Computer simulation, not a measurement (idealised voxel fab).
process module | voxel gate over fins
For reference, the cross-section in this document is cut, with width 265 nm and square cells of 5 nm.
Cross-section = grid of square cells, listed top down in bands; band = one or more rows. In this notation a band is specified by the heights of its top and bottom, in that order and in nm, after which its materials appear from left to right, each paired with its width in nm. The word "everywhere" attached to a single material means that material fills the band from edge to edge; the word "empty" stands for empty space. Heights from 0 (as-received wafer is one material below). Bottom band endless downward, as "from 0 down". With a width like "30..40", each row of cells in the band differs from the next by the same amount, the top row carrying the first number and the bottom row the second. "left unchanged" after a step means that no cell of the cross-section changed. If an empty space has no open way to the top and is at least 8 cells in size, "Enclosed void catalog" lists it, written width x height at distance, where distance is measured from the left edge and every value is in nm. On a step's line, text after the settings is the simulator commenting on that step. What "overlay nm" on a step's line means: if the step has a mask, that mask lay this far to the right of its planned place, or, when the value is negative, to the left.
# The steps planned for the process are as follows
1 op RECEIVE | material Si
2 op CONFORMAL_DEP | material SiN | thk nm 10
3 op MASKED_ETCH | tone cover | mask id FINS | width nm 15 | pitch nm 45 | etch materials SiN | depth nm 10 | overlay nm 0
4 op MASKED_ETCH | tone cover | mask id FINS | width nm 15 | pitch nm 45 | etch materials Si | depth nm 30 | overlay nm 0
5 op OXIDIZE | depth nm 5
6 op FILL_DEP | material SiO2 | thk nm 5
7 op CMP | height nm 10
8 op SELECTIVE_ETCH | etch materials SiO2 | depth nm 25
9 op STRIP | etch materials SiN
10 op CONFORMAL_DEP | material HfO2 | thk nm 5
11 op CONFORMAL_DEP | material TiN | thk nm 5
12 op CONFORMAL_DEP | material TiAl | thk nm 5
13 op CONFORMAL_DEP | material TiN | thk nm 5
14 op FILL_DEP | material W | thk nm 10
15 op CMP | height nm 25
16 op CONFORMAL_DEP | material SiCN | thk nm 10
# Shown in cross-section is the wafer as received, that is, as it stands after step 1
	from 0 down  Si everywhere
	Enclosed void catalog: none
# First of two wafers at the end of the module, shown in cross-section; run carried out as planned
	from 35 to 25  SiCN everywhere
	from 25 to 20  W everywhere
	from 20 to 15  W 40  TiN 180  W 45
	from 15 to 10  W 40  TiN 5  TiAl 35  TiN 10  TiAl 35  TiN 10  TiAl 35  TiN 10  TiAl 35  TiN 5  W 45
	from 10 to 5  W 40  TiN 5  TiAl 5  TiN 25  TiAl 5  TiN 10  TiAl 5  TiN 25  TiAl 5  TiN 10  TiAl 5  TiN 25  TiAl 5  TiN 10  TiAl 5  TiN 25  TiAl 5  TiN 5  W 45
	from 5 to 0  TiN 45  TiAl 5  TiN 5  HfO2 15  TiN 5  TiAl 5  TiN 10  TiAl 5  TiN 5  HfO2 15  TiN 5  TiAl 5  TiN 10  TiAl 5  TiN 5  HfO2 15  TiN 5  TiAl 5  TiN 10  TiAl 5  TiN 5  HfO2 15  TiN 5  TiAl 5  TiN 50
	from 0 to -5  TiAl 50  TiN 5  HfO2 5  Si 5  HfO2 5  TiN 5  TiAl 20  TiN 5  HfO2 5  Si 5  HfO2 5  TiN 5  TiAl 20  TiN 5  HfO2 5  Si 5  HfO2 5  TiN 5  TiAl 20  TiN 5  HfO2 5  Si 5  HfO2 5  TiN 5  TiAl 55
	from -5 to -10  TiN 55  HfO2 5  Si 5  HfO2 5  TiN 30  HfO2 5  Si 5  HfO2 5  TiN 30  HfO2 5  Si 5  HfO2 5  TiN 30  HfO2 5  Si 5  HfO2 5  TiN 60
	from -10 to -15  HfO2 60  Si 5  HfO2 40  Si 5  HfO2 40  Si 5  HfO2 40  Si 5  HfO2 65
	from -15 to -35  SiO2 60  Si 5  SiO2 40  Si 5  SiO2 40  Si 5  SiO2 40  Si 5  SiO2 65
	from -35 down  Si everywhere
	Enclosed void catalog: none
# This cross-section belongs to the second wafer of two at the end of the module; the start and the plan were shared with the first, and the run included one mistake
	from 35 to 25  SiCN everywhere
	from 25 to 20  W everywhere
	from 20 to 15  W 40  TiAl 180  W 45
	from 15 to 5  W 40  TiAl 5  TiN 35  TiAl 10  TiN 35  TiAl 10  TiN 35  TiAl 10  TiN 35  TiAl 5  W 45
	from 5 to 0  TiAl 45  TiN 10  HfO2 15  TiN 10  TiAl 10  TiN 10  HfO2 15  TiN 10  TiAl 10  TiN 10  HfO2 15  TiN 10  TiAl 10  TiN 10  HfO2 15  TiN 10  TiAl 50
	from 0 to -10  TiN 55  HfO2 5  Si 5  HfO2 5  TiN 30  HfO2 5  Si 5  HfO2 5  TiN 30  HfO2 5  Si 5  HfO2 5  TiN 30  HfO2 5  Si 5  HfO2 5  TiN 60
	from -10 to -15  HfO2 60  Si 5  HfO2 40  Si 5  HfO2 40  Si 5  HfO2 40  Si 5  HfO2 65
	from -15 to -35  SiO2 60  Si 5  SiO2 40  Si 5  SiO2 40  Si 5  SiO2 40  Si 5  SiO2 65
	from -35 down  Si everywhere
	Enclosed void catalog: none
What went wrong in running the wafer? plan steps 12 and 13 run swapped
So at the finish, the second wafer's got exactly as many cells of each material as the first, just not in the same spots.
